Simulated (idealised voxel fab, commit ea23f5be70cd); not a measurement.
The following process module bears the name voxel wiring stack.
Displayed cross-section: cut, width of 245 nm, square cells sized 5 nm.
Square cells in a grid make up a cross-section in this document, and the grid is given as bands, listed from the top down, each one or more rows of cells. Top, bottom (nm), then materials left to right with widths (nm); lone material tagged "edge to edge" fills the whole band edge to edge; "air" = empty space. Convention: height 0 is the level below which the wafer, as received, is all one material. The lowest band does not terminate at the bottom but continues downward, represented as "from 0 down". A width such as "30 to 40" changes by the same amount from each row of cells to the next, from the band's top row to its bottom row. No cell of the cross-section changed in a step that is given as "remains unaltered". Empty spaces without an open route to the top, at least 8 cells in extent, make up the entry "Non-vented voids"; each is given as width x height at distance, where the distance is measured from the left edge, and all are in nm. Note: text after step settings on the step line = simulator remark on that step. "overlay nm", when on a step's line for a step with a mask, measures how far to the right of its planned place the mask lay; a negative measure means to the left.

## List of planned process steps
| 1 | RECEIVE, material Si |
| 2 | CONFORMAL_DEP, material SiO2, thk nm 15 |
| 3 | CONFORMAL_DEP, material SiN, thk nm 5 |
| 4 | DIRECTIONAL_DEP, material SiO2, thk nm 20 |
| 5 | DIRECTIONAL_DEP, material aC, thk nm 15 |
| 6 | PATTERN, tone open, mask id METAL_1, material resist, width nm 20, pitch nm 45, thk nm 30, overlay nm 0 |
| 7 | DIRECTIONAL_ETCH, etch materials aC, depth nm 15 |
| 8 | STRIP, etch materials resist |
| 9 | DIRECTIONAL_ETCH, etch materials SiO2, depth nm 20 |
| 10 | DIRECTIONAL_ETCH, etch materials SiN, depth nm 5 |
| 11 | STRIP, etch materials aC |
| 12 | CONFORMAL_DEP, material TiN, thk nm 5 |
| 13 | FILL_DEP, material W, thk nm 10 |
| 14 | CMP, height nm 40 |
| 15 | EPI, material Ru, thk nm 5 |
| 16 | FILL_DEP, material SiCN, thk nm 5 |
| 17 | DIRECTIONAL_DEP, material lowk, thk nm 30 |
| 18 | PATTERN, tone open, mask id METAL_2, material resist, width nm 20, pitch nm 45, thk nm 15, overlay nm 0 |
| 19 | DIRECTIONAL_ETCH, etch materials lowk, depth nm 15 |
| 20 | STRIP, etch materials resist |
| 21 | DIRECTIONAL_DEP, material aC, thk nm 10 |
| 22 | PATTERN, tone open, mask id METAL_2_HOLES, material resist, width nm 15, pitch nm 45, thk nm 30, overlay nm 0 |
| 23 | DIRECTIONAL_ETCH, etch materials aC, depth nm 10 |
| 24 | STRIP, etch materials resist |
| 25 | DIRECTIONAL_ETCH, etch materials lowk, depth nm 15 |
| 26 | DIRECTIONAL_ETCH, etch materials SiCN, depth nm 5 |
| 27 | STRIP, etch materials aC |
| 28 | CONFORMAL_DEP, material TiN, thk nm 5 |
| 29 | FILL_DEP, material Ru, thk nm 5 |
| 30 | CMP, height nm 80 |
| 31 | CONFORMAL_DEP, material SiCN, thk nm 5 |
| 32 | DIRECTIONAL_DEP, material lowk, thk nm 30 |
| 33 | MASKED_ETCH, tone open, mask id METAL_3_HOLES, width nm 15, pitch nm 45, etch materials lowk, depth nm 30, overlay nm 0 |
| 34 | MASKED_ETCH, tone open, mask id METAL_3, width nm 20, pitch nm 45, etch materials lowk, depth nm 15, overlay nm 0 |
| 35 | MASKED_ETCH, tone open, mask id METAL_3, width nm 20, pitch nm 45, etch materials SiCN, depth nm 5, overlay nm 0 |
| 36 | CONFORMAL_DEP, material TiN, thk nm 5 |
| 37 | FILL_DEP, material Ru, thk nm 10 |
| 38 | CMP, height nm 115 |
| 39 | CONFORMAL_DEP, material SiCN, thk nm 5 |
| 40 | DIRECTIONAL_DEP, material SiO2, thk nm 35 |
| 41 | DIRECTIONAL_DEP, material aC, thk nm 10 |
| 42 | PATTERN, tone open, mask id METAL_4, material resist, width nm 20, pitch nm 45, thk nm 25, overlay nm 0 |
| 43 | DIRECTIONAL_ETCH, etch materials aC, depth nm 10 |
| 44 | STRIP, etch materials resist |
| 45 | DIRECTIONAL_ETCH, etch materials SiO2, depth nm 20 |
| 46 | STRIP, etch materials aC |
| 47 | MASKED_ETCH, tone open, mask id METAL_4_HOLES, width nm 15, pitch nm 45, etch materials SiO2, depth nm 15, overlay nm 0 |
| 48 | MASKED_ETCH, tone open, mask id METAL_4_HOLES, width nm 15, pitch nm 45, etch materials SiCN, depth nm 5, overlay nm 0 |
| 49 | CONFORMAL_DEP, material TiN, thk nm 5 |
| 50 | FILL_DEP, material Cu, thk nm 5 |
| 51 | CMP, height nm 155 |
| 52 | CONFORMAL_DEP, material SiN, thk nm 5 |

## As-received state of the wafer in cross-section, equivalent to post-step 1
from 0 down: Si edge to edge
Non-vented voids: none

## As-planned run: cross-section of the first of two wafers at end of module
from 160 to 155: SiN edge to edge
from 155 to 140: 45 nm SiO2  5 nm TiN  10 nm Cu  5 nm TiN  25 nm SiO2  5 nm TiN  10 nm Cu  5 nm TiN  25 nm SiO2  5 nm TiN  10 nm Cu  5 nm TiN  25 nm SiO2  5 nm TiN  10 nm Cu  5 nm TiN  45 nm SiO2
from 140 to 135: 45 nm SiO2  5 nm TiN  5 nm Cu  10 nm TiN  25 nm SiO2  5 nm TiN  5 nm Cu  10 nm TiN  25 nm SiO2  5 nm TiN  5 nm Cu  10 nm TiN  25 nm SiO2  5 nm TiN  5 nm Cu  10 nm TiN  45 nm SiO2
from 135 to 120: 45 nm SiO2  5 nm TiN  5 nm Cu  5 nm TiN  30 nm SiO2  5 nm TiN  5 nm Cu  5 nm TiN  30 nm SiO2  5 nm TiN  5 nm Cu  5 nm TiN  30 nm SiO2  5 nm TiN  5 nm Cu  5 nm TiN  50 nm SiO2
from 120 to 115: 45 nm SiCN  15 nm TiN  30 nm SiCN  15 nm TiN  30 nm SiCN  15 nm TiN  30 nm SiCN  15 nm TiN  50 nm SiCN
from 115 to 105: 45 nm lowk  5 nm TiN  10 nm Ru  5 nm TiN  25 nm lowk  5 nm TiN  10 nm Ru  5 nm TiN  25 nm lowk  5 nm TiN  10 nm Ru  5 nm TiN  25 nm lowk  5 nm TiN  10 nm Ru  5 nm TiN  45 nm lowk
from 105 to 100: 45 nm lowk  5 nm TiN  5 nm Ru  10 nm TiN  25 nm lowk  5 nm TiN  5 nm Ru  10 nm TiN  25 nm lowk  5 nm TiN  5 nm Ru  10 nm TiN  25 nm lowk  5 nm TiN  5 nm Ru  10 nm TiN  45 nm lowk
from 100 to 85: 45 nm lowk  5 nm TiN  5 nm Ru  5 nm TiN  30 nm lowk  5 nm TiN  5 nm Ru  5 nm TiN  30 nm lowk  5 nm TiN  5 nm Ru  5 nm TiN  30 nm lowk  5 nm TiN  5 nm Ru  5 nm TiN  50 nm lowk
from 85 to 80: 45 nm SiCN  15 nm TiN  30 nm SiCN  15 nm TiN  30 nm SiCN  15 nm TiN  30 nm SiCN  15 nm TiN  50 nm SiCN
from 80 to 70: 45 nm lowk  5 nm TiN  10 nm Ru  5 nm TiN  25 nm lowk  5 nm TiN  10 nm Ru  5 nm TiN  25 nm lowk  5 nm TiN  10 nm Ru  5 nm TiN  25 nm lowk  5 nm TiN  10 nm Ru  5 nm TiN  45 nm lowk
from 70 to 65: 45 nm lowk  5 nm TiN  5 nm Ru  10 nm TiN  25 nm lowk  5 nm TiN  5 nm Ru  10 nm TiN  25 nm lowk  5 nm TiN  5 nm Ru  10 nm TiN  25 nm lowk  5 nm TiN  5 nm Ru  10 nm TiN  45 nm lowk
from 65 to 50: 45 nm lowk  5 nm TiN  5 nm Ru  5 nm TiN  30 nm lowk  5 nm TiN  5 nm Ru  5 nm TiN  30 nm lowk  5 nm TiN  5 nm Ru  5 nm TiN  30 nm lowk  5 nm TiN  5 nm Ru  5 nm TiN  50 nm lowk
from 50 to 45: 45 nm SiCN  15 nm TiN  30 nm SiCN  15 nm TiN  30 nm SiCN  15 nm TiN  30 nm SiCN  15 nm TiN  50 nm SiCN
from 45 to 40: 40 nm SiCN  30 nm Ru  15 nm SiCN  30 nm Ru  15 nm SiCN  30 nm Ru  15 nm SiCN  30 nm Ru  40 nm SiCN
from 40 to 20: 45 nm SiO2  5 nm TiN  10 nm W  5 nm TiN  25 nm SiO2  5 nm TiN  10 nm W  5 nm TiN  25 nm SiO2  5 nm TiN  10 nm W  5 nm TiN  25 nm SiO2  5 nm TiN  10 nm W  5 nm TiN  45 nm SiO2
from 20 to 15: 45 nm SiN  20 nm TiN  25 nm SiN  20 nm TiN  25 nm SiN  20 nm TiN  25 nm SiN  20 nm TiN  45 nm SiN
from 15 to 0: SiO2 edge to edge
from 0 down: Si edge to edge
Non-vented voids: none

## What the second wafer looks like in cross-section once the module is done. Its start and its plan matched the first wafer's exactly; what differed was one mistake in how it was run
from 160 to 155: SiN edge to edge
from 155 to 140: 45 nm SiO2  5 nm TiN  10 nm Cu  5 nm TiN  25 nm SiO2  5 nm TiN  10 nm Cu  5 nm TiN  25 nm SiO2  5 nm TiN  10 nm Cu  5 nm TiN  25 nm SiO2  5 nm TiN  10 nm Cu  5 nm TiN  45 nm SiO2
from 140 to 135: 45 nm SiO2  5 nm TiN  5 nm Cu  10 nm TiN  25 nm SiO2  5 nm TiN  5 nm Cu  10 nm TiN  25 nm SiO2  5 nm TiN  5 nm Cu  10 nm TiN  25 nm SiO2  5 nm TiN  5 nm Cu  10 nm TiN  45 nm SiO2
from 135 to 120: 45 nm SiO2  5 nm TiN  5 nm Cu  5 nm TiN  30 nm SiO2  5 nm TiN  5 nm Cu  5 nm TiN  30 nm SiO2  5 nm TiN  5 nm Cu  5 nm TiN  30 nm SiO2  5 nm TiN  5 nm Cu  5 nm TiN  50 nm SiO2
from 120 to 115: 45 nm SiCN  15 nm TiN  30 nm SiCN  15 nm TiN  30 nm SiCN  15 nm TiN  30 nm SiCN  15 nm TiN  50 nm SiCN
from 115 to 105: 45 nm lowk  5 nm TiN  10 nm Ru  5 nm TiN  25 nm lowk  5 nm TiN  10 nm Ru  5 nm TiN  25 nm lowk  5 nm TiN  10 nm Ru  5 nm TiN  25 nm lowk  5 nm TiN  10 nm Ru  5 nm TiN  45 nm lowk
from 105 to 100: 45 nm lowk  5 nm TiN  5 nm Ru  10 nm TiN  25 nm lowk  5 nm TiN  5 nm Ru  10 nm TiN  25 nm lowk  5 nm TiN  5 nm Ru  10 nm TiN  25 nm lowk  5 nm TiN  5 nm Ru  10 nm TiN  45 nm lowk
from 100 to 85: 45 nm lowk  5 nm TiN  5 nm Ru  5 nm TiN  30 nm lowk  5 nm TiN  5 nm Ru  5 nm TiN  30 nm lowk  5 nm TiN  5 nm Ru  5 nm TiN  30 nm lowk  5 nm TiN  5 nm Ru  5 nm TiN  50 nm lowk
from 85 to 80: 45 nm SiCN  15 nm TiN  30 nm SiCN  15 nm TiN  30 nm SiCN  15 nm TiN  30 nm SiCN  15 nm TiN  50 nm SiCN
from 80 to 75: 35 nm Ru  15 nm TiN  10 nm Ru  15 nm TiN  5 nm Ru  15 nm TiN  10 nm Ru  15 nm TiN  5 nm Ru  15 nm TiN  10 nm Ru  15 nm TiN  5 nm Ru  15 nm TiN  10 nm Ru  15 nm TiN  35 nm Ru
from 75 to 70: 40 nm TiN  5 nm lowk  5 nm TiN  10 nm Ru  5 nm TiN  5 nm lowk  15 nm TiN  5 nm lowk  5 nm TiN  10 nm Ru  5 nm TiN  5 nm lowk  15 nm TiN  5 nm lowk  5 nm TiN  10 nm Ru  5 nm TiN  5 nm lowk  15 nm TiN  5 nm lowk  5 nm TiN  10 nm Ru  5 nm TiN  5 nm lowk  40 nm TiN
from 70 to 60: 45 nm lowk  5 nm TiN  10 to 5 nm Ru  5 to 10 nm TiN  25 nm lowk  5 nm TiN  10 to 5 nm Ru  5 to 10 nm TiN  25 nm lowk  5 nm TiN  10 to 5 nm Ru  5 to 10 nm TiN  25 nm lowk  5 nm TiN  10 to 5 nm Ru  5 to 10 nm TiN  45 nm lowk
from 60 to 50: 45 nm lowk  5 nm TiN  5 nm Ru  5 nm TiN  30 nm lowk  5 nm TiN  5 nm Ru  5 nm TiN  30 nm lowk  5 nm TiN  5 nm Ru  5 nm TiN  30 nm lowk  5 nm TiN  5 nm Ru  5 nm TiN  50 nm lowk
from 50 to 45: 45 nm lowk  15 nm TiN  30 nm lowk  15 nm TiN  30 nm lowk  15 nm TiN  30 nm lowk  15 nm TiN  50 nm lowk
from 45 to 40: 40 nm lowk  30 nm Ru  15 nm lowk  30 nm Ru  15 nm lowk  30 nm Ru  15 nm lowk  30 nm Ru  40 nm lowk
from 40 to 20: 45 nm SiO2  5 nm TiN  10 nm W  5 nm TiN  25 nm SiO2  5 nm TiN  10 nm W  5 nm TiN  25 nm SiO2  5 nm TiN  10 nm W  5 nm TiN  25 nm SiO2  5 nm TiN  10 nm W  5 nm TiN  45 nm SiO2
from 20 to 15: 45 nm SiN  20 nm TiN  25 nm SiN  20 nm TiN  25 nm SiN  20 nm TiN  25 nm SiN  20 nm TiN  45 nm SiN
from 15 to 0: SiO2 edge to edge
from 0 down: Si edge to edge
Non-vented voids: none
In executing the process, a mistake was made relative to the plan: step 16 of the plan was jumped over and never run
at the end the second wafer has, in cells: +21 Ru; -62 SiCN; +41 TiN
